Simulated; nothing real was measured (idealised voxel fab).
Documented hereafter: the process module known as voxel transistor to metal.
Section cut is 205 nm wide and gridded with 5 nm square cells.
Throughout this document, each cross-section is represented as a grid of square cells and is presented as a sequence of bands enumerated from the top downward, where a band comprises one or more rows of cells. Basically the band line says how high the top is and how high the bottom is, in nm, and then what's in it from left to right, every material with its width in nm. Empty space shows up as "blank", and if a single material carries "throughout" it runs the full band edge to edge. Height 0 is the level under which the wafer as received is all one material. The lowest band goes on downwards, as in "0 nm and below". A width given as "30->40" starts at the first number in the band's top row and ends at the second number in its bottom row, shifting by an equal amount at every step from row to row. The cross-section has no changed cell in any step marked "remained the same". Basically, "Unvented cavities" tells you about the enclosed voids: empty spaces with no open way to the top, 8 cells or bigger, each written width x height at distance, where distance is from the left edge, all in nm. Heads up: the bit after the settings on a step's line is the simulator's remark on that step. When a step includes a mask, the "overlay nm" setting on its line states how far to the right of its planned place that mask lay, and negative values state how far to the left.
### Process steps (planned)
1 RECEIVE with material Si
2 CONFORMAL_DEP with material SiO2, thk nm 5
3 CONFORMAL_DEP with material SiN, thk nm 10
4 MASKED_ETCH with tone cover, mask id ACTIVE, width nm 110, etch materials SiN, depth nm 10, overlay nm 0
5 MASKED_ETCH with tone cover, mask id ACTIVE, width nm 110, etch materials SiO2, depth nm 5, overlay nm 0
6 MASKED_ETCH with tone cover, mask id ACTIVE, width nm 110, etch materials Si, depth nm 25, overlay nm 0
7 FILL_DEP with material SiO2, thk nm 15
8 CMP with height nm 15
9 SELECTIVE_ETCH with etch materials SiO2, depth nm 5
10 STRIP with etch materials SiN
11 SELECTIVE_ETCH with etch materials SiO2, depth nm 5
12 OXIDIZE with depth nm 5
13 DIRECTIONAL_DEP with material polySi, thk nm 20
14 DIRECTIONAL_DEP with material SiCN, thk nm 10
15 MASKED_ETCH with tone cover, mask id GATE, width nm 20, etch materials SiCN, depth nm 20, overlay nm 0
16 MASKED_ETCH with tone cover, mask id GATE, width nm 20, etch materials polySi, depth nm 30, overlay nm 0
17 CONFORMAL_DEP with material SiN, thk nm 10
18 DIRECTIONAL_ETCH with etch materials SiN, depth nm 10
19 DIRECTIONAL_ETCH with etch materials SiO2, depth nm 5
20 DIRECTIONAL_ETCH with etch materials Si, depth nm 5
21 EPI with material SiGe, thk nm 5
22 FILL_DEP with material SiO2, thk nm 5
23 CMP with height nm 30
24 DIRECTIONAL_DEP with material SiO2, thk nm 15
25 PATTERN with tone open, mask id CONTACT, material resist, width nm 20, pitch nm 80, thk nm 15, overlay nm 0
26 DIRECTIONAL_ETCH with etch materials SiO2, depth nm 50
27 STRIP with etch materials resist
28 CONFORMAL_DEP with material TiN, thk nm 5
29 FILL_DEP with material W, thk nm 5
30 CMP with height nm 45
31 CONFORMAL_DEP with material SiCN, thk nm 5
32 DIRECTIONAL_DEP with material lowk, thk nm 25
33 MASKED_ETCH with tone open, mask id METAL_1, width nm 20, pitch nm 80, etch materials lowk, depth nm 25, overlay nm 0
34 MASKED_ETCH with tone open, mask id METAL_1, width nm 20, pitch nm 80, etch materials SiCN, depth nm 5, overlay nm 0
35 CONFORMAL_DEP with material TiN, thk nm 5
36 FILL_DEP with material Cu, thk nm 10
37 CMP with height nm 75
38 CONFORMAL_DEP with material SiCN, thk nm 5
39 DIRECTIONAL_DEP with material SiO2, thk nm 30
40 MASKED_ETCH with tone open, mask id METAL_2, width nm 20, pitch nm 80, etch materials SiO2, depth nm 15, overlay nm 0
41 MASKED_ETCH with tone open, mask id METAL_2_HOLES, width nm 15, pitch nm 80, etch materials SiO2, depth nm 15, overlay nm 0
42 MASKED_ETCH with tone open, mask id METAL_2_HOLES, width nm 15, pitch nm 80, etch materials SiCN, depth nm 5, overlay nm 0
43 CONFORMAL_DEP with material TiN, thk nm 5
44 FILL_DEP with material Cu, thk nm 10
45 CMP with height nm 110
46 CONFORMAL_DEP with material SiCN, thk nm 5
### First of two wafers - as planned
### Cross-section: wafer on arrival = after step 1
	0 nm and below: Si throughout
	Unvented cavities: none
### Upon completion of step 2, the wafer appears in cross-section as shown
	5 nm to 0 nm: SiO2 throughout
	Below 0, the layers are the same as they were.
### Upon completion of step 3, the wafer appears in cross-section as shown
	15 nm to 5 nm: SiN throughout
	Below 5, the layers are the same as they were.
### Upon completion of step 4, the wafer appears in cross-section as shown
	15 nm to 5 nm: 45 of blank  110 of SiN  50 of blank
	Below 5, the layers are the same as they were.
### Upon completion of step 5, the wafer appears in cross-section as shown
	15 nm to 5 nm: 45 of blank  110 of SiN  50 of blank
	5 nm to 0 nm: 45 of blank  110 of SiO2  50 of blank
	Below 0, the layers are the same as they were.
### Upon completion of step 6, the wafer appears in cross-section as shown
	15 nm to 5 nm: 45 of blank  110 of SiN  50 of blank
	5 nm to 0 nm: 45 of blank  110 of SiO2  50 of blank
	0 nm to -25 nm: 45 of blank  110 of Si  50 of blank
	Below -25, the layers are the same as they were.
### Upon completion of step 7, the wafer appears in cross-section as shown
	30 nm to 15 nm: SiO2 throughout
	15 nm to 5 nm: 45 of SiO2  110 of SiN  50 of SiO2
	5 nm to 0 nm: SiO2 throughout
	0 nm to -25 nm: 45 of SiO2  110 of Si  50 of SiO2
	Below -25, the layers are the same as they were.
### Upon completion of step 8, the wafer appears in cross-section as shown
	15 nm to 5 nm: 45 of SiO2  110 of SiN  50 of SiO2
	Below 5, the layers are the same as they were.
### Upon completion of step 9, the wafer appears in cross-section as shown
	15 nm to 10 nm: 45 of blank  110 of SiN  50 of blank
	Below 10, the layers are the same as they were.
### Upon completion of step 10, the wafer appears in cross-section as shown
	10 nm to 5 nm: 45 of SiO2  110 of blank  50 of SiO2
	Below 5, the layers are the same as they were.
### Upon completion of step 11, the wafer appears in cross-section as shown
	5 nm to 0 nm: 40 of SiO2  120 of blank  45 of SiO2
	Below 0, the layers are the same as they were.
### Upon completion of step 12, the wafer appears in cross-section as shown
	5 nm to 0 nm: 40 of SiO2  120 of blank  45 of SiO2
	0 nm to -5 nm: SiO2 throughout
	Below -5, the layers are the same as they were.
### Upon completion of step 13, the wafer appears in cross-section as shown
	25 nm to 20 nm: 40 of polySi  120 of blank  45 of polySi
	20 nm to 5 nm: polySi throughout
	5 nm to 0 nm: 40 of SiO2  120 of polySi  45 of SiO2
	Below 0, the layers are the same as they were.
### Upon completion of step 14, the wafer appears in cross-section as shown
	35 nm to 30 nm: 40 of SiCN  120 of blank  45 of SiCN
	30 nm to 25 nm: SiCN throughout
	25 nm to 20 nm: 40 of polySi  120 of SiCN  45 of polySi
	Below 20, the layers are the same as they were.
### Upon completion of step 15, the wafer appears in cross-section as shown
	30 nm to 25 nm: 90 of blank  20 of SiCN  95 of blank
	25 nm to 20 nm: 40 of polySi  50 of blank  20 of SiCN  50 of blank  45 of polySi
	Below 20, the layers are the same as they were.
### Upon completion of step 16, the wafer appears in cross-section as shown
	30 nm to 20 nm: 90 of blank  20 of SiCN  95 of blank
	20 nm to 5 nm: 90 of blank  20 of polySi  95 of blank
	5 nm to 0 nm: 40 of SiO2  50 of blank  20 of polySi  50 of blank  45 of SiO2
	Below 0, the layers are the same as they were.
### Upon completion of step 17, the wafer appears in cross-section as shown
	40 nm to 30 nm: 80 of blank  40 of SiN  85 of blank
	30 nm to 20 nm: 80 of blank  10 of SiN  20 of SiCN  10 of SiN  85 of blank
	20 nm to 15 nm: 80 of blank  10 of SiN  20 of polySi  10 of SiN  85 of blank
	15 nm to 10 nm: 50 of SiN  30 of blank  10 of SiN  20 of polySi  10 of SiN  30 of blank  55 of SiN
	10 nm to 5 nm: 90 of SiN  20 of polySi  95 of SiN
	5 nm to 0 nm: 40 of SiO2  50 of SiN  20 of polySi  50 of SiN  45 of SiO2
	Below 0, the layers are the same as they were.
### Upon completion of step 18, the wafer appears in cross-section as shown
	30 nm to 20 nm: 80 of blank  10 of SiN  20 of SiCN  10 of SiN  85 of blank
	20 nm to 5 nm: 80 of blank  10 of SiN  20 of polySi  10 of SiN  85 of blank
	5 nm to 0 nm: 40 of SiO2  10 of SiN  30 of blank  10 of SiN  20 of polySi  10 of SiN  30 of blank  10 of SiN  45 of SiO2
	Below 0, the layers are the same as they were.
### Upon completion of step 19, the wafer appears in cross-section as shown
	30 nm to 20 nm: 80 of blank  10 of SiN  20 of SiCN  10 of SiN  85 of blank
	20 nm to 5 nm: 80 of blank  10 of SiN  20 of polySi  10 of SiN  85 of blank
	5 nm to 0 nm: 40 of blank  10 of SiN  30 of blank  10 of SiN  20 of polySi  10 of SiN  30 of blank  10 of SiN  45 of blank
	0 nm to -5 nm: 50 of SiO2  30 of blank  40 of SiO2  30 of blank  55 of SiO2
	Below -5, the layers are the same as they were.
### Upon completion of step 20, the wafer appears in cross-section as shown
	30 nm to 20 nm: 80 of blank  10 of SiN  20 of SiCN  10 of SiN  85 of blank
	20 nm to 5 nm: 80 of blank  10 of SiN  20 of polySi  10 of SiN  85 of blank
	5 nm to 0 nm: 40 of blank  10 of SiN  30 of blank  10 of SiN  20 of polySi  10 of SiN  30 of blank  10 of SiN  45 of blank
	0 nm to -5 nm: 50 of SiO2  30 of blank  40 of SiO2  30 of blank  55 of SiO2
	-5 nm to -10 nm: 45 of SiO2  5 of Si  30 of blank  40 of Si  30 of blank  5 of Si  50 of SiO2
	Below -10, the layers are the same as they were.
### Upon completion of step 21, the wafer appears in cross-section as shown
	30 nm to 20 nm: 80 of blank  10 of SiN  20 of SiCN  10 of SiN  85 of blank
	20 nm to 5 nm: 80 of blank  10 of SiN  20 of polySi  10 of SiN  85 of blank
	5 nm to 0 nm: 40 of blank  10 of SiN  30 of blank  10 of SiN  20 of polySi  10 of SiN  30 of blank  10 of SiN  45 of blank
	0 nm to -5 nm: 50 of SiO2  5 of SiGe  20 of blank  5 of SiGe  40 of SiO2  5 of SiGe  20 of blank  5 of SiGe  55 of SiO2
	-5 nm to -10 nm: 45 of SiO2  5 of Si  30 of SiGe  40 of Si  30 of SiGe  5 of Si  50 of SiO2
	Below -10, the layers are the same as they were.
### Upon completion of step 22, the wafer appears in cross-section as shown
	35 nm to 30 nm: SiO2 throughout
	30 nm to 20 nm: 80 of SiO2  10 of SiN  20 of SiCN  10 of SiN  85 of SiO2
	20 nm to 5 nm: 80 of SiO2  10 of SiN  20 of polySi  10 of SiN  85 of SiO2
	5 nm to 0 nm: 40 of SiO2  10 of SiN  30 of SiO2  10 of SiN  20 of polySi  10 of SiN  30 of SiO2  10 of SiN  45 of SiO2
	0 nm to -5 nm: 50 of SiO2  5 of SiGe  20 of SiO2  5 of SiGe  40 of SiO2  5 of SiGe  20 of SiO2  5 of SiGe  55 of SiO2
	Below -5, the layers are the same as they were.
### Upon completion of step 23, the wafer appears in cross-section as shown
	30 nm to 20 nm: 80 of SiO2  10 of SiN  20 of SiCN  10 of SiN  85 of SiO2
	Below 20, the layers are the same as they were.
### Upon completion of step 24, the wafer appears in cross-section as shown
	45 nm to 30 nm: SiO2 throughout
	Below 30, the layers are the same as they were.
### Upon completion of step 25, the wafer appears in cross-section as shown
	60 nm to 45 nm: 50 of resist  20 of blank  60 of resist  20 of blank  55 of resist
	Below 45, the layers are the same as they were.
### Upon completion of step 26, the wafer appears in cross-section as shown
	60 nm to 45 nm: 50 of resist  20 of blank  60 of resist  20 of blank  55 of resist
	45 nm to 30 nm: 50 of SiO2  20 of blank  60 of SiO2  20 of blank  55 of SiO2
	30 nm to 20 nm: 50 of SiO2  20 of blank  10 of SiO2  10 of SiN  20 of SiCN  10 of SiN  10 of SiO2  20 of blank  55 of SiO2
	20 nm to 5 nm: 50 of SiO2  20 of blank  10 of SiO2  10 of SiN  20 of polySi  10 of SiN  10 of SiO2  20 of blank  55 of SiO2
	5 nm to 0 nm: 40 of SiO2  10 of SiN  20 of blank  10 of SiO2  10 of SiN  20 of polySi  10 of SiN  10 of SiO2  20 of blank  10 of SiN  45 of SiO2
	0 nm to -5 nm: 50 of SiO2  5 of SiGe  15 of blank  5 of SiO2  5 of SiGe  40 of SiO2  5 of SiGe  5 of SiO2  15 of blank  5 of SiGe  55 of SiO2
	Below -5, the layers are the same as they were.
### Upon completion of step 27, the wafer appears in cross-section as shown
	45 nm to 30 nm: 50 of SiO2  20 of blank  60 of SiO2  20 of blank  55 of SiO2
	Below 30, the layers are the same as they were.
### Upon completion of step 28, the wafer appears in cross-section as shown
	50 nm to 45 nm: 55 of TiN  10 of blank  70 of TiN  10 of blank  60 of TiN
	45 nm to 30 nm: 50 of SiO2  5 of TiN  10 of blank  5 of TiN  60 of SiO2  5 of TiN  10 of blank  5 of TiN  55 of SiO2
	30 nm to 20 nm: 50 of SiO2  5 of TiN  10 of blank  5 of TiN  10 of SiO2  10 of SiN  20 of SiCN  10 of SiN  10 of SiO2  5 of TiN  10 of blank  5 of TiN  55 of SiO2
	20 nm to 5 nm: 50 of SiO2  5 of TiN  10 of blank  5 of TiN  10 of SiO2  10 of SiN  20 of polySi  10 of SiN  10 of SiO2  5 of TiN  10 of blank  5 of TiN  55 of SiO2
	5 nm to 0 nm: 40 of SiO2  10 of SiN  10 of TiN  5 of blank  5 of TiN  10 of SiO2  10 of SiN  20 of polySi  10 of SiN  10 of SiO2  5 of TiN  5 of blank  10 of TiN  10 of SiN  45 of SiO2
	0 nm to -5 nm: 50 of SiO2  5 of SiGe  15 of TiN  5 of SiO2  5 of SiGe  40 of SiO2  5 of SiGe  5 of SiO2  15 of TiN  5 of SiGe  55 of SiO2
	Below -5, the layers are the same as they were.
### Upon completion of step 29, the wafer appears in cross-section as shown
	55 nm to 50 nm: W throughout
	50 nm to 45 nm: 55 of TiN  10 of W  70 of TiN  10 of W  60 of TiN
	45 nm to 30 nm: 50 of SiO2  5 of TiN  10 of W  5 of TiN  60 of SiO2  5 of TiN  10 of W  5 of TiN  55 of SiO2
	30 nm to 20 nm: 50 of SiO2  5 of TiN  10 of W  5 of TiN  10 of SiO2  10 of SiN  20 of SiCN  10 of SiN  10 of SiO2  5 of TiN  10 of W  5 of TiN  55 of SiO2
	20 nm to 5 nm: 50 of SiO2  5 of TiN  10 of W  5 of TiN  10 of SiO2  10 of SiN  20 of polySi  10 of SiN  10 of SiO2  5 of TiN  10 of W  5 of TiN  55 of SiO2
	5 nm to 0 nm: 40 of SiO2  10 of SiN  10 of TiN  5 of W  5 of TiN  10 of SiO2  10 of SiN  20 of polySi  10 of SiN  10 of SiO2  5 of TiN  5 of W  10 of TiN  10 of SiN  45 of SiO2
	Below 0, the layers are the same as they were.
### Upon completion of step 30, the wafer appears in cross-section as shown
	45 nm to 30 nm: 50 of SiO2  5 of TiN  10 of W  5 of TiN  60 of SiO2  5 of TiN  10 of W  5 of TiN  55 of SiO2
	Below 30, the layers are the same as they were.
### Upon completion of step 31, the wafer appears in cross-section as shown
	50 nm to 45 nm: SiCN throughout
	Below 45, the layers are the same as they were.
### Upon completion of step 32, the wafer appears in cross-section as shown
	75 nm to 50 nm: lowk throughout
	Below 50, the layers are the same as they were.
### Upon completion of step 33, the wafer appears in cross-section as shown
	75 nm to 50 nm: 50 of lowk  20 of blank  60 of lowk  20 of blank  55 of lowk
	Below 50, the layers are the same as they were.
### Upon completion of step 34, the wafer appears in cross-section as shown
	75 nm to 50 nm: 50 of lowk  20 of blank  60 of lowk  20 of blank  55 of lowk
	50 nm to 45 nm: 50 of SiCN  20 of blank  60 of SiCN  20 of blank  55 of SiCN
	Below 45, the layers are the same as they were.
### Upon completion of step 35, the wafer appears in cross-section as shown
	80 nm to 75 nm: 55 of TiN  10 of blank  70 of TiN  10 of blank  60 of TiN
	75 nm to 50 nm: 50 of lowk  5 of TiN  10 of blank  5 of TiN  60 of lowk  5 of TiN  10 of blank  5 of TiN  55 of lowk
	50 nm to 45 nm: 50 of SiCN  20 of TiN  60 of SiCN  20 of TiN  55 of SiCN
	Below 45, the layers are the same as they were.
### Upon completion of step 36, the wafer appears in cross-section as shown
	90 nm to 80 nm: Cu throughout
	80 nm to 75 nm: 55 of TiN  10 of Cu  70 of TiN  10 of Cu  60 of TiN
	75 nm to 50 nm: 50 of lowk  5 of TiN  10 of Cu  5 of TiN  60 of lowk  5 of TiN  10 of Cu  5 of TiN  55 of lowk
	Below 50, the layers are the same as they were.
### Upon completion of step 37, the wafer appears in cross-section as shown
	75 nm to 50 nm: 50 of lowk  5 of TiN  10 of Cu  5 of TiN  60 of lowk  5 of TiN  10 of Cu  5 of TiN  55 of lowk
	Below 50, the layers are the same as they were.
### Upon completion of step 38, the wafer appears in cross-section as shown
	80 nm to 75 nm: SiCN throughout
	Below 75, the layers are the same as they were.
### Upon completion of step 39, the wafer appears in cross-section as shown
	110 nm to 80 nm: SiO2 throughout
	Below 80, the layers are the same as they were.
### Upon completion of step 40, the wafer appears in cross-section as shown
	110 nm to 95 nm: 50 of SiO2  20 of blank  60 of SiO2  20 of blank  55 of SiO2
	Below 95, the layers are the same as they were.
### Upon completion of step 41, the wafer appears in cross-section as shown
	110 nm to 95 nm: 50 of SiO2  20 of blank  60 of SiO2  20 of blank  55 of SiO2
	95 nm to 80 nm: 50 of SiO2  15 of blank  65 of SiO2  15 of blank  60 of SiO2
	Below 80, the layers are the same as they were.
### Upon completion of step 42, the wafer appears in cross-section as shown
	110 nm to 95 nm: 50 of SiO2  20 of blank  60 of SiO2  20 of blank  55 of SiO2
	95 nm to 80 nm: 50 of SiO2  15 of blank  65 of SiO2  15 of blank  60 of SiO2
	80 nm to 75 nm: 50 of SiCN  15 of blank  65 of SiCN  15 of blank  60 of SiCN
	Below 75, the layers are the same as they were.
### Upon completion of step 43, the wafer appears in cross-section as shown
	115 nm to 110 nm: 55 of TiN  10 of blank  70 of TiN  10 of blank  60 of TiN
	110 nm to 100 nm: 50 of SiO2  5 of TiN  10 of blank  5 of TiN  60 of SiO2  5 of TiN  10 of blank  5 of TiN  55 of SiO2
	100 nm to 95 nm: 50 of SiO2  5 of TiN  5 of blank  10 of TiN  60 of SiO2  5 of TiN  5 of blank  10 of TiN  55 of SiO2
	95 nm to 80 nm: 50 of SiO2  5 of TiN  5 of blank  5 of TiN  65 of SiO2  5 of TiN  5 of blank  5 of TiN  60 of SiO2
	80 nm to 75 nm: 50 of SiCN  15 of TiN  65 of SiCN  15 of TiN  60 of SiCN
	Below 75, the layers are the same as they were.
### Upon completion of step 44, the wafer appears in cross-section as shown
	125 nm to 115 nm: Cu throughout
	115 nm to 110 nm: 55 of TiN  10 of Cu  70 of TiN  10 of Cu  60 of TiN
	110 nm to 100 nm: 50 of SiO2  5 of TiN  10 of Cu  5 of TiN  60 of SiO2  5 of TiN  10 of Cu  5 of TiN  55 of SiO2
	100 nm to 95 nm: 50 of SiO2  5 of TiN  5 of Cu  10 of TiN  60 of SiO2  5 of TiN  5 of Cu  10 of TiN  55 of SiO2
	95 nm to 80 nm: 50 of SiO2  5 of TiN  5 of Cu  5 of TiN  65 of SiO2  5 of TiN  5 of Cu  5 of TiN  60 of SiO2
	Below 80, the layers are the same as they were.
### Upon completion of step 45, the wafer appears in cross-section as shown
	110 nm to 100 nm: 50 of SiO2  5 of TiN  10 of Cu  5 of TiN  60 of SiO2  5 of TiN  10 of Cu  5 of TiN  55 of SiO2
	Below 100, the layers are the same as they were.
### Upon completion of step 46, the wafer appears in cross-section as shown
	115 nm to 110 nm: SiCN throughout
	Below 110, the layers are the same as they were.
### It is to be noted that the second wafer proceeded from the same initial state and according to the same plan as the first, although one mistake was committed in its execution; through step 38, inclusive, the two wafers share an identical history
### Look at the second wafer in cross-section at the time step 39 ought to have finished
	140 nm to 80 nm: SiO2 throughout
	Below 80, the layers are the same as they were.
### Look at the second wafer in cross-section at the time step 40 ought to have finished
	140 nm to 125 nm: 50 of SiO2  20 of blank  60 of SiO2  20 of blank  55 of SiO2
	Below 125, the layers are the same as they were.
### Look at the second wafer in cross-section at the time step 41 ought to have finished
	140 nm to 125 nm: 50 of SiO2  20 of blank  60 of SiO2  20 of blank  55 of SiO2
	125 nm to 110 nm: 50 of SiO2  15 of blank  65 of SiO2  15 of blank  60 of SiO2
	Below 110, the layers are the same as they were.
Look at the second wafer in cross-section at the time step 42 ought to have finished: remained the same
### Look at the second wafer in cross-section at the time step 43 ought to have finished
	145 nm to 140 nm: 55 of TiN  10 of blank  70 of TiN  10 of blank  60 of TiN
	140 nm to 130 nm: 50 of SiO2  5 of TiN  10 of blank  5 of TiN  60 of SiO2  5 of TiN  10 of blank  5 of TiN  55 of SiO2
	130 nm to 125 nm: 50 of SiO2  5 of TiN  5 of blank  10 of TiN  60 of SiO2  5 of TiN  5 of blank  10 of TiN  55 of SiO2
	125 nm to 115 nm: 50 of SiO2  5 of TiN  5 of blank  5 of TiN  65 of SiO2  5 of TiN  5 of blank  5 of TiN  60 of SiO2
	115 nm to 110 nm: 50 of SiO2  15 of TiN  65 of SiO2  15 of TiN  60 of SiO2
	Below 110, the layers are the same as they were.
### Look at the second wafer in cross-section at the time step 44 ought to have finished
	155 nm to 145 nm: Cu throughout
	145 nm to 140 nm: 55 of TiN  10 of Cu  70 of TiN  10 of Cu  60 of TiN
	140 nm to 130 nm: 50 of SiO2  5 of TiN  10 of Cu  5 of TiN  60 of SiO2  5 of TiN  10 of Cu  5 of TiN  55 of SiO2
	130 nm to 125 nm: 50 of SiO2  5 of TiN  5 of Cu  10 of TiN  60 of SiO2  5 of TiN  5 of Cu  10 of TiN  55 of SiO2
	125 nm to 115 nm: 50 of SiO2  5 of TiN  5 of Cu  5 of TiN  65 of SiO2  5 of TiN  5 of Cu  5 of TiN  60 of SiO2
	Below 115, the layers are the same as they were.
### Look at the second wafer in cross-section at the time step 45 ought to have finished
	110 nm to 80 nm: SiO2 throughout
	Below 80, the layers are the same as they were.
### Look at the second wafer in cross-section at the time step 46 ought to have finished
	115 nm to 110 nm: SiCN throughout
	Below 110, the layers are the same as they were.
Run error: regarding the plan, step 39 was run twice
Heads up, by the end the second wafer has more or fewer cells of some materials compared to the first: -16 Cu; +6 SiCN; +42 SiO2; -32 TiN
